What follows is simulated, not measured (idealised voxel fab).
The name of this process module is voxel self aligned contacts.
The width of the displayed cross-section, cut, is 230 nm; its cells are square, with a size of 5 nm.
Just so we're on the same page, the cross-sections are grids of square cells, and they're listed out in bands top to bottom, each band one or more rows deep. Read a band's entry like this: the first values are the height of its top and the height of its bottom in nm, and what follows is the sequence of materials from left to right, each with its width in nm. Note that "blank" is empty space, and that a single material marked "throughout" reaches across the band from edge to edge. We count height from 0. Below that, the starting wafer is all one material. The lowest band never ends at the bottom but goes on down; see "z 0 and below" for how that is written. A width given as "30 to 40" starts at the first number in the band's top row and ends at the second number in its bottom row, shifting by an equal amount at every step from row to row. Key: "left unchanged" - step with no changed cell in the cross-section. So "Enclosed voids" is basically the list of trapped voids: any empty space of 8 cells or more that can't reach the top through an opening. They're written width x height at distance, the distance being from the left edge, and it's all nm. Post-settings text on a step line: simulator's own remark regarding the step. overlay nm: for a step with a mask, the amount by which the mask lay right of where it was planned; a negative amount means left of it.

**Below is the list of planned process steps**
1 RECEIVE | material Si
2 OXIDIZE | depth nm 5
3 DIRECTIONAL_DEP | material polySi | thk nm 20
4 DIRECTIONAL_DEP | material SiN | thk nm 25
5 PATTERN | tone cover | mask id GATE | material resist | width nm 35 | pitch nm 70 | thk nm 15 | overlay nm 0
6 DIRECTIONAL_ETCH | etch materials SiN | depth nm 25
7 DIRECTIONAL_ETCH | etch materials polySi | depth nm 20
8 STRIP | etch materials resist
9 CONFORMAL_DEP | material SiN | thk nm 10
10 DIRECTIONAL_ETCH | etch materials SiN | depth nm 10
11 FILL_DEP | material SiO2 | thk nm 10
12 CMP | height nm 50
13 DIRECTIONAL_DEP | material aC | thk nm 15
14 PATTERN | tone open | mask id CONTACT | material resist | width nm 55 | pitch nm 70 | thk nm 35 | overlay nm 0
15 DIRECTIONAL_ETCH | etch materials aC | depth nm 15
16 STRIP | etch materials resist
17 DIRECTIONAL_ETCH | etch materials SiO2 | depth nm 55
18 STRIP | etch materials aC
19 CONFORMAL_DEP | material TiN | thk nm 5
20 FILL_DEP | material W | thk nm 5
21 CMP | height nm 50
22 CONFORMAL_DEP | material SiN | thk nm 5

**Cross-section, incoming material, after step 1**
> z 0 and below  Si throughout
> Enclosed voids: none

**Cross-section: first of two wafers, module finished, run according to plan**
> z 55 to 50  SiN throughout
> z 50 to 45  SiO2=50  TiN=25  W=5  TiN=25  SiO2=15  TiN=25  W=5  TiN=25  SiO2=55
> z 45 to 20  SiO2=15  SiN=55  TiN=5  W=5  TiN=5  SiN=55  TiN=5  W=5  TiN=5  SiN=55  SiO2=20
> z 20 to 0  SiO2=15  SiN=10  polySi=35  SiN=10  TiN=5  W=5  TiN=5  SiN=10  polySi=35  SiN=10  TiN=5  W=5  TiN=5  SiN=10  polySi=35  SiN=10  SiO2=20
> z 0 to -5  SiO2=70  TiN=15  SiO2=55  TiN=15  SiO2=75
> z -5 and below  Si throughout
> Enclosed voids: none

**End of module, second wafer, cross-section. Started like the first, planned like the first, run with one mistake**
> z 55 to 50  SiN throughout
> z 50 to 45  SiO2=50  TiN=25  W=5  TiN=25  SiO2=15  TiN=25  W=5  TiN=25  SiO2=55
> z 45 to 20  SiO2=15  SiN=55  TiN=5  W=5  TiN=5  SiN=55  TiN=5  W=5  TiN=5  SiN=55  SiO2=20
> z 20 to 5  SiO2=15  SiN=10  polySi=35  SiN=10  TiN=5  W=5  TiN=5  SiN=10  polySi=35  SiN=10  TiN=5  W=5  TiN=5  SiN=10  polySi=35  SiN=10  SiO2=20
> z 5 to 0  SiO2=15  SiN=10  polySi=35  SiN=10  TiN=15  SiN=10  polySi=35  SiN=10  TiN=15  SiN=10  polySi=35  SiN=10  SiO2=20
> z 0 and below  Si throughout
> Enclosed voids: none
Short version of what went wrong: step 2 from the plan never happened, it was just skipped
Once processing is complete, comparing cell counts shows that the second wafer has more or fewer of certain materials than the first: Si: 46 more, SiO2: 40 fewer, TiN: 4 fewer, W: 2 fewer
